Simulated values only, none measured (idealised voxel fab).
process module | voxel double patterning
The cross-section shown here is cut; it is 260 nm wide and divided into square cells measuring 5 nm on a side.
Heads up, the way a cross-section reads in here is a grid of square cells, handed over as bands from the top down, with every band being one or more rows of cells.
It is stipulated that each band's entry specify, in nanometres, the height of the top of the band and then that of its bottom, followed by the materials of the band in left-to-right sequence, each together with its width in nanometres. A single material marked by the word "throughout" is understood to fill the band from edge to edge; the word "air" is understood to denote empty space.
For the purposes of this specification, 0 denotes the height below which the wafer in its as-received condition is composed wholly of one material, and the lowermost band, lacking a lower limit, extends downward without end, as expressed in "0 and below".
A two-number width, for instance "30..40", indicates that the width is equal to the first number in the top row of the band and to the second number in the bottom row, and that it changes by a constant amount per row of cells.
The designation "no modifications", where it is given for a processing step, indicates that no cell of the cross-section was altered in the course of that step.
The list in "Enclosed voids" covers empty spaces of 8 cells or more that cannot reach the top through any open way, and it gives each as width x height at distance; the distance is from the left edge, and width, height and distance are in nm.
Step line, after settings: the simulator's comment on this step.
overlay nm: on a step with a mask, how far right of its planned place the mask lay; negative means left.

This section lists the process steps that were planned
1,RECEIVE (material Si)
2,CONFORMAL_DEP (material SiN; thk nm 5)
3,DIRECTIONAL_DEP (material SiO2; thk nm 15)
4,DIRECTIONAL_DEP (material SiCN; thk nm 10)
5,MASKED_ETCH (tone open; mask id FIRST; width nm 15; pitch nm 50; etch materials SiCN; depth nm 10; overlay nm 0)
6,DIRECTIONAL_DEP (material aC; thk nm 15)
7,PATTERN (tone open; mask id SECOND; material resist; width nm 15; pitch nm 50; thk nm 35; overlay nm 0)
8,DIRECTIONAL_ETCH (etch materials aC; depth nm 15)
9,STRIP (etch materials resist)
10,DIRECTIONAL_ETCH (etch materials SiCN; depth nm 10)
11,STRIP (etch materials aC)
12,DIRECTIONAL_ETCH (etch materials SiO2; depth nm 15)
13,STRIP (etch materials SiCN)

Account of the first of two wafers, which was processed as intended

Received-state cross-section, reflecting completion of step 1
- 0 and below: Si throughout
- Enclosed voids: none

Wafer after step 2 (cross-section)
- 5 down to 0: SiN throughout
- below 0: unchanged

Wafer after step 3 (cross-section)
- 20 down to 5: SiO2 throughout
- below 5: unchanged

Wafer after step 4 (cross-section)
- 30 down to 20: SiCN throughout
- below 20: unchanged

Wafer after step 5 (cross-section)
- 30 down to 20: 70 SiCN / 15 air / 35 SiCN / 15 air / 35 SiCN / 15 air / 75 SiCN
- below 20: unchanged

Wafer after step 6 (cross-section)
- 45 down to 35: 70 aC / 15 air / 35 aC / 15 air / 35 aC / 15 air / 75 aC
- 35 down to 30: aC throughout
- 30 down to 20: 70 SiCN / 15 aC / 35 SiCN / 15 aC / 35 SiCN / 15 aC / 75 SiCN
- below 20: unchanged

Wafer after step 7 (cross-section)
- 80 down to 45: 95 resist / 15 air / 35 resist / 15 air / 100 resist
- 45 down to 35: 70 aC / 15 resist / 35 aC / 15 resist / 35 aC / 15 resist / 75 aC
- below 35: unchanged

Wafer after step 8 (cross-section)
- 65 down to 45: 95 resist / 15 air / 35 resist / 15 air / 100 resist
- 45 down to 35: 70 aC / 15 resist / 10 aC / 15 air / 10 aC / 15 resist / 10 aC / 15 air / 10 aC / 15 resist / 75 aC
- 35 down to 30: 95 aC / 15 air / 35 aC / 15 air / 100 aC
- below 30: unchanged

Wafer after step 9 (cross-section)
- 45 down to 35: 70 aC / 15 air / 10 aC / 15 air / 10 aC / 15 air / 10 aC / 15 air / 10 aC / 15 air / 75 aC
- below 35: unchanged

Wafer after step 10 (cross-section)
- 45 down to 35: 70 aC / 15 air / 10 aC / 15 air / 10 aC / 15 air / 10 aC / 15 air / 10 aC / 15 air / 75 aC
- 35 down to 30: 95 aC / 15 air / 35 aC / 15 air / 100 aC
- 30 down to 20: 70 SiCN / 15 aC / 10 SiCN / 15 air / 10 SiCN / 15 aC / 10 SiCN / 15 air / 10 SiCN / 15 aC / 75 SiCN
- below 20: unchanged

Wafer after step 11 (cross-section)
- 30 down to 20: 70 SiCN / 15 air / 10 SiCN / 15 air / 10 SiCN / 15 air / 10 SiCN / 15 air / 10 SiCN / 15 air / 75 SiCN
- below 20: unchanged

Wafer after step 12 (cross-section)
- 30 down to 20: 70 SiCN / 15 air / 10 SiCN / 15 air / 10 SiCN / 15 air / 10 SiCN / 15 air / 10 SiCN / 15 air / 75 SiCN
- 20 down to 5: 70 SiO2 / 15 air / 10 SiO2 / 15 air / 10 SiO2 / 15 air / 10 SiO2 / 15 air / 10 SiO2 / 15 air / 75 SiO2
- below 5: unchanged

Wafer after step 13 (cross-section)
- 20 down to 5: 70 SiO2 / 15 air / 10 SiO2 / 15 air / 10 SiO2 / 15 air / 10 SiO2 / 15 air / 10 SiO2 / 15 air / 75 SiO2
- below 5: unchanged

Regarding the second of the two wafers: it shared the first wafer's starting condition and process plan, yet one error occurred during its execution. Its history coincides with that of the first wafer up to and including step 4

Second wafer, cut view, end of step 5 per plan
- 30 down to 20: 70 air / 15 SiCN / 35 air / 15 SiCN / 35 air / 15 SiCN / 75 air
- below 20: unchanged

Second wafer, cut view, end of step 6 per plan
- 45 down to 35: 70 air / 15 aC / 35 air / 15 aC / 35 air / 15 aC / 75 air
- 35 down to 30: aC throughout
- 30 down to 20: 70 aC / 15 SiCN / 35 aC / 15 SiCN / 35 aC / 15 SiCN / 75 aC
- below 20: unchanged

Second wafer, cut view, end of step 7 per plan
- 80 down to 45: 95 resist / 15 air / 35 resist / 15 air / 100 resist
- 45 down to 35: 70 resist / 15 aC / 10 resist / 15 air / 10 resist / 15 aC / 10 resist / 15 air / 10 resist / 15 aC / 75 resist
- below 35: unchanged

Second wafer, cut view, end of step 8 per plan
- 65 down to 45: 95 resist / 15 air / 35 resist / 15 air / 100 resist
- 45 down to 35: 70 resist / 15 aC / 10 resist / 15 air / 10 resist / 15 aC / 10 resist / 15 air / 10 resist / 15 aC / 75 resist
- 35 down to 30: 95 aC / 15 air / 35 aC / 15 air / 100 aC
- 30 down to 20: 70 aC / 15 SiCN / 10 aC / 15 air / 10 aC / 15 SiCN / 10 aC / 15 air / 10 aC / 15 SiCN / 75 aC
- below 20: unchanged

Second wafer, cut view, end of step 9 per plan
- 45 down to 35: 70 air / 15 aC / 35 air / 15 aC / 35 air / 15 aC / 75 air
- below 35: unchanged

Second wafer, cut view, end of step 10 per plan: no modifications

Second wafer, cut view, end of step 11 per plan
- 30 down to 20: 70 air / 15 SiCN / 35 air / 15 SiCN / 35 air / 15 SiCN / 75 air
- below 20: unchanged

Second wafer, cut view, end of step 12 per plan
- 30 down to 20: 70 air / 15 SiCN / 35 air / 15 SiCN / 35 air / 15 SiCN / 75 air
- 20 down to 5: 70 air / 15 SiO2 / 35 air / 15 SiO2 / 35 air / 15 SiO2 / 75 air
- below 5: unchanged

Second wafer, cut view, end of step 13 per plan
- 20 down to 5: 70 air / 15 SiO2 / 35 air / 15 SiO2 / 35 air / 15 SiO2 / 75 air
- below 5: unchanged
Here's what went sideways: not per plan at step 5, really ran MASKED_ETCH (tone cover; mask id FIRST; width nm 15; pitch nm 50; etch materials SiCN; depth nm 10; overlay nm 0)
The final cell counts differ between the wafers, with the second having more or fewer of some materials than the first: SiO2 -84
